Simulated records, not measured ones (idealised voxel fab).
Module name: voxel released beams (process module)
Section shown: cut. Width: 270 nm. Cell size: 5 nm, square.
Heads up, the way a cross-section reads in here is a grid of square cells, handed over as bands from the top down, with every band being one or more rows of cells.
For a band, the entry starts with two heights in nm, that of the top and then that of the bottom, and carries on with the band's materials in order from left to right, each alongside its width in nm; the word "edge to edge" beside a single material means it fills the band edge to edge, and "blank" means empty space.
Measure heights from 0. That's the level where, below it, the as-received wafer is all one material. The lowest band is bottomless and extends downward; write it as in "z 0 and below".
Think of "30 to 40" as a width that walks from the first number to the second as you go down the band, top row to bottom row, taking equal-sized steps from row to row.
Reading "nothing different" for a step: not a cell of the cross-section changed in it.
Closed-off voids of 8+ cells (no open route to the top) go in "Encapsulated voids", written width x height at distance from the left edge, in nm.
Anything after a step's settings on that line? It's the simulator's own note about the step.
The setting "overlay nm" may be written on the line of a step. When the step uses a mask, the value reports how far to the right of the planned place the mask lay, and a negative value reports that it lay to the left.

Planned step list for the process
- 1: op RECEIVE | material Si
- 2: op CONFORMAL_DEP | material Al2O3 | thk nm 10
- 3: op DIRECTIONAL_DEP | material SiO2 | thk nm 15
- 4: op MASKED_ETCH | tone open | mask id ANCHOR | width nm 30 | etch materials SiO2 | depth nm 15 | overlay nm 0
- 5: op CONFORMAL_DEP | material polySi | thk nm 10
- 6: op MASKED_ETCH | tone cover | mask id BEAM | width nm 115 | etch materials polySi | depth nm 10 | overlay nm 0
- 7: op STRIP | etch materials SiO2

as received, after step 1
	z 0 and below: Si edge to edge
	Encapsulated voids: none

Final cross-section, module run with one mistake (start and plan as above)
	z 35 to 25: blank=75; polySi=115; blank=80
	z 25 to 15: Al2O3 edge to edge
	z 15 to 0: SiO2 edge to edge
	z 0 and below: Si edge to edge
	Encapsulated voids: none
What was done differently from what was planned? steps 2 and 3 traded places in the executed sequence
